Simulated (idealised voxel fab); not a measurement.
Title: Process Module voxel fin reveal
The width of the displayed cross-section, cut, is 145 nm; its cells are square, with a size of 5 nm.
When this document writes out a cross-section, it uses a grid of square cells and lists it as bands, beginning at the top and moving down, with a band standing for one or more rows of cells.
Basically the band line says how high the top is and how high the bottom is, in nm, and then what's in it from left to right, every material with its width in nm. Empty space shows up as "air", and if a single material carries "everywhere" it runs the full band edge to edge.
Height reference: 0 = level under which incoming wafer is all one material. Lowest band: no bottom, runs on downward, e.g. "0..down".
Top row gets the first number, bottom row gets the second, and each row in between changes by the same step: that is how a band width like "30..40" works.
Any step labelled "remained the same" changed none of the cells in the cross-section.
The label "Enclosed void entries" introduces a list of the empty spaces, 8 cells or larger, that have no open way up to the top; each entry in it reads width x height at distance, where the distance is taken from the left edge and all three are stated in nm.
Note: text after step settings on the step line = simulator remark on that step.
overlay nm: mask offset rightward from planned place, masked step; negative means leftward offset.
Pairs ahead. Before: cross-section ahead of one process step. After: cross-section once the step is done, shown to the lowest changed band only. Under each pair: that step, with settings. Caution: pairs may come from different runs of this module on the same starting wafer; a pair follows the pair above only where its "Incoming structure" entry says so.
[Incoming structure]
  0..down | Si everywhere
  Enclosed void entries: none
[Cross-Section After Step]
  10..0 | SiN everywhere
  below 0: unchanged
  Enclosed void entries: none
Operation between the pre and post cross-sections above: CONFORMAL_DEP [material SiN] [thk nm 10]
Incoming structure: it's just the after picture from the pair right above this one.
[Cross-Section After Step]
  30..10 | air=45  resist=15  air=25  resist=15  air=45
  below 10: unchanged
  Enclosed void entries: none
Operation between the pre and post cross-sections above: PATTERN [tone cover] [mask id FINS] [material resist] [width nm 15] [pitch nm 40] [thk nm 20] [overlay nm 0]
Incoming structure: it's just the after picture from the pair right above this one.
[Cross-Section After Step]
  30..10 | air=45  resist=15  air=25  resist=15  air=45
  10..0 | air=45  SiN=15  air=25  SiN=15  air=45
  below 0: unchanged
  Enclosed void entries: none
Operation between the pre and post cross-sections above: DIRECTIONAL_ETCH [etch materials SiN] [depth nm 10]
Incoming structure: it's just the after picture from the pair right above this one.
[Cross-Section After Step]
  30..10 | air=45  resist=15  air=25  resist=15  air=45
  10..0 | air=45  SiN=15  air=25  SiN=15  air=45
  0..-35 | air=45  Si=15  air=25  Si=15  air=45
  below -35: unchanged
  Enclosed void entries: none
Operation between the pre and post cross-sections above: DIRECTIONAL_ETCH [etch materials Si] [depth nm 35]
Incoming structure: it's just the after picture from the pair right above this one.
[Cross-Section After Step]
  10..0 | air=45  SiN=15  air=25  SiN=15  air=45
  below 0: unchanged
  Enclosed void entries: none
Operation between the pre and post cross-sections above: STRIP [etch materials resist]
Incoming structure: it's just the after picture from the pair right above this one.
[Cross-Section After Step]
  15..10 | SiO2 everywhere
  10..0 | SiO2=45  SiN=15  SiO2=25  SiN=15  SiO2=45
  0..-35 | SiO2=45  Si=15  SiO2=25  Si=15  SiO2=45
  below -35: unchanged
  Enclosed void entries: none
Operation between the pre and post cross-sections above: FILL_DEP [material SiO2] [thk nm 5]
Incoming structure: it's just the after picture from the pair right above this one.
[Cross-Section After Step]
  10..0 | SiO2=45  SiN=15  SiO2=25  SiN=15  SiO2=45
  below 0: unchanged
  Enclosed void entries: none
Operation between the pre and post cross-sections above: CMP [height nm 10]
Incoming structure: it's just the after picture from the pair right above this one.
[Cross-Section After Step]
  10..0 | air=45  SiN=15  air=25  SiN=15  air=45
  0..-10 | air=45  Si=15  air=25  Si=15  air=45
  below -10: unchanged
  Enclosed void entries: none
Operation between the pre and post cross-sections above: SELECTIVE_ETCH [etch materials SiO2] [depth nm 20]
Incoming structure: it's just the after picture from the pair right above this one.
[Cross-Section After Step]
  0..-10 | air=45  Si=15  air=25  Si=15  air=45
  below -10: unchanged
  Enclosed void entries: none
Operation between the pre and post cross-sections above: STRIP [etch materials SiN]
Incoming structure: it's just the after picture from the pair right above this one.
[Cross-Section After Step]
  5..0 | air=40  HfO2=25  air=15  HfO2=25  air=40
  0..-5 | air=40  HfO2=5  Si=15  HfO2=5  air=15  HfO2=5  Si=15  HfO2=5  air=40
  -5..-10 | HfO2=45  Si=15  HfO2=25  Si=15  HfO2=45
  below -10: unchanged
  Enclosed void entries: none
Operation between the pre and post cross-sections above: CONFORMAL_DEP [material HfO2] [thk nm 5]
[Incoming structure]
  30..10 | air=45  resist=15  air=25  resist=15  air=45
  10..0 | air=45  SiN=15  air=25  SiN=15  air=45
  0..-35 | air=45  Si=15  air=25  Si=15  air=45
  -35..down | Si everywhere
  Enclosed void entries: none
[Cross-Section After Step]
  30..10 | air=45  resist=15  air=25  resist=15  air=45
  10..0 | air=45  SiN=15  air=25  SiN=15  air=45
  0..-70 | air=45  Si=15  air=25  Si=15  air=45
  below -70: unchanged
  Enclosed void entries: none
Operation between the pre and post cross-sections above: DIRECTIONAL_ETCH [etch materials Si] [depth nm 35]
Incoming structure: it's just the after picture from the pair right above this one.
[Cross-Section After Step]
  10..0 | air=45  SiN=15  air=25  SiN=15  air=45
  below 0: unchanged
  Enclosed void entries: none
Operation between the pre and post cross-sections above: STRIP [etch materials resist]
Incoming structure: it's just the after picture from the pair right above this one.
[Cross-Section After Step]
  15..10 | SiO2 everywhere
  10..0 | SiO2=45  SiN=15  SiO2=25  SiN=15  SiO2=45
  0..-70 | SiO2=45  Si=15  SiO2=25  Si=15  SiO2=45
  below -70: unchanged
  Enclosed void entries: none
Operation between the pre and post cross-sections above: FILL_DEP [material SiO2] [thk nm 5]
Incoming structure: it's just the after picture from the pair right above this one.
[Cross-Section After Step]
  10..0 | SiO2=45  SiN=15  SiO2=25  SiN=15  SiO2=45
  below 0: unchanged
  Enclosed void entries: none
Operation between the pre and post cross-sections above: CMP [height nm 10]
Incoming structure: it's just the after picture from the pair right above this one.
[Cross-Section After Step]
  10..0 | air=45  SiN=15  air=25  SiN=15  air=45
  0..-10 | air=45  Si=15  air=25  Si=15  air=45
  below -10: unchanged
  Enclosed void entries: none
Operation between the pre and post cross-sections above: SELECTIVE_ETCH [etch materials SiO2] [depth nm 20]
Incoming structure: it's just the after picture from the pair right above this one.
[Cross-Section After Step]
  0..-10 | air=45  Si=15  air=25  Si=15  air=45
  below -10: unchanged
  Enclosed void entries: none
Operation between the pre and post cross-sections above: STRIP [etch materials SiN]
Incoming structure: it's just the after picture from the pair right above this one.
[Cross-Section After Step]
  5..0 | air=40  HfO2=25  air=15  HfO2=25  air=40
  0..-5 | air=40  HfO2=5  Si=15  HfO2=5  air=15  HfO2=5  Si=15  HfO2=5  air=40
  -5..-10 | HfO2=45  Si=15  HfO2=25  Si=15  HfO2=45
  below -10: unchanged
  Enclosed void entries: none
Operation between the pre and post cross-sections above: CONFORMAL_DEP [material HfO2] [thk nm 5]
[Incoming structure]
  10..0 | SiO2=45  SiN=15  SiO2=25  SiN=15  SiO2=45
  0..-35 | SiO2=45  Si=15  SiO2=25  Si=15  SiO2=45
  -35..down | Si everywhere
  Enclosed void entries: none
[Cross-Section After Step]
  10..0 | SiO2=45  air=15  SiO2=25  air=15  SiO2=45
  below 0: unchanged
  Enclosed void entries: none
Operation between the pre and post cross-sections above: STRIP [etch materials SiN]
Incoming structure: it's just the after picture from the pair right above this one.
[Cross-Section After Step]
  0..-10 | air=45  Si=15  air=25  Si=15  air=45
  -10..-20 | SiO2=25  air=20  Si=15  air=25  Si=15  air=20  SiO2=25
  below -20: unchanged
  Enclosed void entries: none
Operation between the pre and post cross-sections above: SELECTIVE_ETCH [etch materials SiO2] [depth nm 20]
Incoming structure: it's just the after picture from the pair right above this one.
[Cross-Section After Step]
  5..0 | air=40  HfO2=25  air=15  HfO2=25  air=40
  0..-5 | air=40  HfO2=5  Si=15  HfO2=5  air=15  HfO2=5  Si=15  HfO2=5  air=40
  -5..-10 | HfO2=30  air=10  HfO2=5  Si=15  HfO2=5  air=15  HfO2=5  Si=15  HfO2=5  air=10  HfO2=30
  -10..-15 | SiO2=25  HfO2=5  air=10  HfO2=5  Si=15  HfO2=5  air=15  HfO2=5  Si=15  HfO2=5  air=10  HfO2=5  SiO2=25
  -15..-20 | SiO2=25  HfO2=20  Si=15  HfO2=25  Si=15  HfO2=20  SiO2=25
  below -20: unchanged
  Enclosed void entries: none
Operation between the pre and post cross-sections above: CONFORMAL_DEP [material HfO2] [thk nm 5]
[Incoming structure]
  10..0 | SiO2=45  SiN=15  SiO2=25  SiN=15  SiO2=45
  0..-35 | SiO2=45  Si=15  SiO2=25  Si=15  SiO2=45
  -35..down | Si everywhere
  Enclosed void entries: none
[Cross-Section After Step]
  10..0 | air=45  SiN=15  air=25  SiN=15  air=45
  below 0: unchanged
  Enclosed void entries: none
Operation between the pre and post cross-sections above: SELECTIVE_ETCH [etch materials SiO2] [depth nm 10]
Incoming structure: it's just the after picture from the pair right above this one.
[Cross-Section After Step]
  0..-35 | SiO2=45  Si=15  SiO2=25  Si=15  SiO2=45
  below -35: unchanged
  Enclosed void entries: none
Operation between the pre and post cross-sections above: STRIP [etch materials SiN]
Incoming structure: it's just the after picture from the pair right above this one.
[Cross-Section After Step]
  5..0 | HfO2 everywhere
  below 0: unchanged
  Enclosed void entries: none
Operation between the pre and post cross-sections above: CONFORMAL_DEP [material HfO2] [thk nm 5]
[Incoming structure]
  10..0 | SiN everywhere
  0..down | Si everywhere
  Enclosed void entries: none
[Cross-Section After Step]
  30..10 | air=45  resist=20  air=20  resist=20  air=40
  below 10: unchanged
  Enclosed void entries: none
Operation between the pre and post cross-sections above: PATTERN [tone cover] [mask id FINS] [material resist] [width nm 20] [pitch nm 40] [thk nm 20] [overlay nm 0]
Incoming structure: it's just the after picture from the pair right above this one.
[Cross-Section After Step]
  30..10 | air=45  resist=20  air=20  resist=20  air=40
  10..0 | air=45  SiN=20  air=20  SiN=20  air=40
  below 0: unchanged
  Enclosed void entries: none
Operation between the pre and post cross-sections above: DIRECTIONAL_ETCH [etch materials SiN] [depth nm 10]
Incoming structure: it's just the after picture from the pair right above this one.
[Cross-Section After Step]
  30..10 | air=45  resist=20  air=20  resist=20  air=40
  10..0 | air=45  SiN=20  air=20  SiN=20  air=40
  0..-35 | air=45  Si=20  air=20  Si=20  air=40
  below -35: unchanged
  Enclosed void entries: none
Operation between the pre and post cross-sections above: DIRECTIONAL_ETCH [etch materials Si] [depth nm 35]
Incoming structure: it's just the after picture from the pair right above this one.
[Cross-Section After Step]
  10..0 | air=45  SiN=20  air=20  SiN=20  air=40
  below 0: unchanged
  Enclosed void entries: none
Operation between the pre and post cross-sections above: STRIP [etch materials resist]
Incoming structure: it's just the after picture from the pair right above this one.
[Cross-Section After Step]
  15..10 | SiO2 everywhere
  10..0 | SiO2=45  SiN=20  SiO2=20  SiN=20  SiO2=40
  0..-35 | SiO2=45  Si=20  SiO2=20  Si=20  SiO2=40
  below -35: unchanged
  Enclosed void entries: none
Operation between the pre and post cross-sections above: FILL_DEP [material SiO2] [thk nm 5]
Incoming structure: it's just the after picture from the pair right above this one.
[Cross-Section After Step]
  10..0 | SiO2=45  SiN=20  SiO2=20  SiN=20  SiO2=40
  below 0: unchanged
  Enclosed void entries: none
Operation between the pre and post cross-sections above: CMP [height nm 10]
Incoming structure: it's just the after picture from the pair right above this one.
[Cross-Section After Step]
  10..0 | air=45  SiN=20  air=20  SiN=20  air=40
  0..-10 | air=45  Si=20  air=20  Si=20  air=40
  below -10: unchanged
  Enclosed void entries: none
Operation between the pre and post cross-sections above: SELECTIVE_ETCH [etch materials SiO2] [depth nm 20]
Incoming structure: it's just the after picture from the pair right above this one.
[Cross-Section After Step]
  0..-10 | air=45  Si=20  air=20  Si=20  air=40
  below -10: unchanged
  Enclosed void entries: none
Operation between the pre and post cross-sections above: STRIP [etch materials SiN]
Incoming structure: it's just the after picture from the pair right above this one.
[Cross-Section After Step]
  5..0 | air=40  HfO2=30  air=10  HfO2=30  air=35
  0..-5 | air=40  HfO2=5  Si=20  HfO2=5  air=10  HfO2=5  Si=20  HfO2=5  air=35
  -5..-10 | HfO2=45  Si=20  HfO2=20  Si=20  HfO2=40
  below -10: unchanged
  Enclosed void entries: none
Operation between the pre and post cross-sections above: CONFORMAL_DEP [material HfO2] [thk nm 5]
[Incoming structure]
  10..0 | SiN everywhere
  0..down | Si everywhere
  Enclosed void entries: none
[Cross-Section After Step]
  30..10 | air=35  resist=15  air=25  resist=15  air=55
  below 10: unchanged
  Enclosed void entries: none
Operation between the pre and post cross-sections above: PATTERN [tone cover] [mask id FINS] [material resist] [width nm 15] [pitch nm 40] [thk nm 20] [overlay nm -10]
Incoming structure: it's just the after picture from the pair right above this one.
[Cross-Section After Step]
  30..10 | air=35  resist=15  air=25  resist=15  air=55
  10..0 | air=35  SiN=15  air=25  SiN=15  air=55
  below 0: unchanged
  Enclosed void entries: none
Operation between the pre and post cross-sections above: DIRECTIONAL_ETCH [etch materials SiN] [depth nm 10]
Incoming structure: it's just the after picture from the pair right above this one.
[Cross-Section After Step]
  30..10 | air=35  resist=15  air=25  resist=15  air=55
  10..0 | air=35  SiN=15  air=25  SiN=15  air=55
  0..-35 | air=35  Si=15  air=25  Si=15  air=55
  below -35: unchanged
  Enclosed void entries: none
Operation between the pre and post cross-sections above: DIRECTIONAL_ETCH [etch materials Si] [depth nm 35]
Incoming structure: it's just the after picture from the pair right above this one.
[Cross-Section After Step]
  10..0 | air=35  SiN=15  air=25  SiN=15  air=55
  below 0: unchanged
  Enclosed void entries: none
Operation between the pre and post cross-sections above: STRIP [etch materials resist]
Incoming structure: it's just the after picture from the pair right above this one.
[Cross-Section After Step]
  15..10 | SiO2 everywhere
  10..0 | SiO2=35  SiN=15  SiO2=25  SiN=15  SiO2=55
  0..-35 | SiO2=35  Si=15  SiO2=25  Si=15  SiO2=55
  below -35: unchanged
  Enclosed void entries: none
Operation between the pre and post cross-sections above: FILL_DEP [material SiO2] [thk nm 5]
Incoming structure: it's just the after picture from the pair right above this one.
[Cross-Section After Step]
  10..0 | SiO2=35  SiN=15  SiO2=25  SiN=15  SiO2=55
  below 0: unchanged
  Enclosed void entries: none
Operation between the pre and post cross-sections above: CMP [height nm 10]
Incoming structure: it's just the after picture from the pair right above this one.
[Cross-Section After Step]
  10..0 | air=35  SiN=15  air=25  SiN=15  air=55
  0..-10 | air=35  Si=15  air=25  Si=15  air=55
  below -10: unchanged
  Enclosed void entries: none
Operation between the pre and post cross-sections above: SELECTIVE_ETCH [etch materials SiO2] [depth nm 20]
Incoming structure: it's just the after picture from the pair right above this one.
[Cross-Section After Step]
  0..-10 | air=35  Si=15  air=25  Si=15  air=55
  below -10: unchanged
  Enclosed void entries: none
Operation between the pre and post cross-sections above: STRIP [etch materials SiN]
Incoming structure: it's just the after picture from the pair right above this one.
[Cross-Section After Step]
  5..0 | air=30  HfO2=25  air=15  HfO2=25  air=50
  0..-5 | air=30  HfO2=5  Si=15  HfO2=5  air=15  HfO2=5  Si=15  HfO2=5  air=50
  -5..-10 | HfO2=35  Si=15  HfO2=25  Si=15  HfO2=55
  below -10: unchanged
  Enclosed void entries: none
Operation between the pre and post cross-sections above: CONFORMAL_DEP [material HfO2] [thk nm 5]
[Incoming structure]
  0..-10 | air=45  Si=15  air=25  Si=15  air=45
  -10..-35 | SiO2=45  Si=15  SiO2=25  Si=15  SiO2=45
  -35..down | Si everywhere
  Enclosed void entries: none
[Cross-Section After Step]
  5..0 | air=40  SiN=25  air=15  SiN=25  air=40
  0..-5 | air=40  SiN=5  Si=15  SiN=5  air=15  SiN=5  Si=15  SiN=5  air=40
  -5..-10 | SiN=45  Si=15  SiN=25  Si=15  SiN=45
  below -10: unchanged
  Enclosed void entries: none
Operation between the pre and post cross-sections above: CONFORMAL_DEP [material SiN] [thk nm 5]
[Incoming structure]
  10..0 | SiN everywhere
  0..down | Si everywhere
  Enclosed void entries: none
[Cross-Section After Step]
  30..10 | resist=45  air=15  resist=25  air=15  resist=45
  below 10: unchanged
  Enclosed void entries: none
Operation between the pre and post cross-sections above: PATTERN [tone open] [mask id FINS] [material resist] [width nm 15] [pitch nm 40] [thk nm 20] [overlay nm 0]
Incoming structure: it's just the after picture from the pair right above this one.
[Cross-Section After Step]
  30..10 | resist=45  air=15  resist=25  air=15  resist=45
  10..0 | SiN=45  air=15  SiN=25  air=15  SiN=45
  below 0: unchanged
  Enclosed void entries: none
Operation between the pre and post cross-sections above: DIRECTIONAL_ETCH [etch materials SiN] [depth nm 10]
Incoming structure: it's just the after picture from the pair right above this one.
[Cross-Section After Step]
  30..10 | resist=45  air=15  resist=25  air=15  resist=45
  10..0 | SiN=45  air=15  SiN=25  air=15  SiN=45
  0..-35 | Si=45  air=15  Si=25  air=15  Si=45
  below -35: unchanged
  Enclosed void entries: none
Operation between the pre and post cross-sections above: DIRECTIONAL_ETCH [etch materials Si] [depth nm 35]
Incoming structure: it's just the after picture from the pair right above this one.
[Cross-Section After Step]
  10..0 | SiN=45  air=15  SiN=25  air=15  SiN=45
  below 0: unchanged
  Enclosed void entries: none
Operation between the pre and post cross-sections above: STRIP [etch materials resist]
Incoming structure: it's just the after picture from the pair right above this one.
[Cross-Section After Step]
  15..10 | SiO2 everywhere
  10..0 | SiN=45  SiO2=15  SiN=25  SiO2=15  SiN=45
  0..-35 | Si=45  SiO2=15  Si=25  SiO2=15  Si=45
  below -35: unchanged
  Enclosed void entries: none
Operation between the pre and post cross-sections above: FILL_DEP [material SiO2] [thk nm 5]
Incoming structure: it's just the after picture from the pair right above this one.
[Cross-Section After Step]
  10..0 | SiN=45  SiO2=15  SiN=25  SiO2=15  SiN=45
  below 0: unchanged
  Enclosed void entries: none
Operation between the pre and post cross-sections above: CMP [height nm 10]
Incoming structure: it's just the after picture from the pair right above this one.
[Cross-Section After Step]
  10..0 | SiN=45  air=15  SiN=25  air=15  SiN=45
  0..-10 | Si=45  air=15  Si=25  air=15  Si=45
  below -10: unchanged
  Enclosed void entries: none
Operation between the pre and post cross-sections above: SELECTIVE_ETCH [etch materials SiO2] [depth nm 20]
Incoming structure: it's just the after picture from the pair right above this one.
[Cross-Section After Step]
  0..-10 | Si=45  air=15  Si=25  air=15  Si=45
  below -10: unchanged
  Enclosed void entries: none
Operation between the pre and post cross-sections above: STRIP [etch materials SiN]
Incoming structure: it's just the after picture from the pair right above this one.
[Cross-Section After Step]
  5..0 | HfO2=50  air=5  HfO2=35  air=5  HfO2=50
  0..-5 | Si=45  HfO2=5  air=5  HfO2=5  Si=25  HfO2=5  air=5  HfO2=5  Si=45
  -5..-10 | Si=45  HfO2=15  Si=25  HfO2=15  Si=45
  below -10: unchanged
  Enclosed void entries: none
Operation between the pre and post cross-sections above: CONFORMAL_DEP [material HfO2] [thk nm 5]
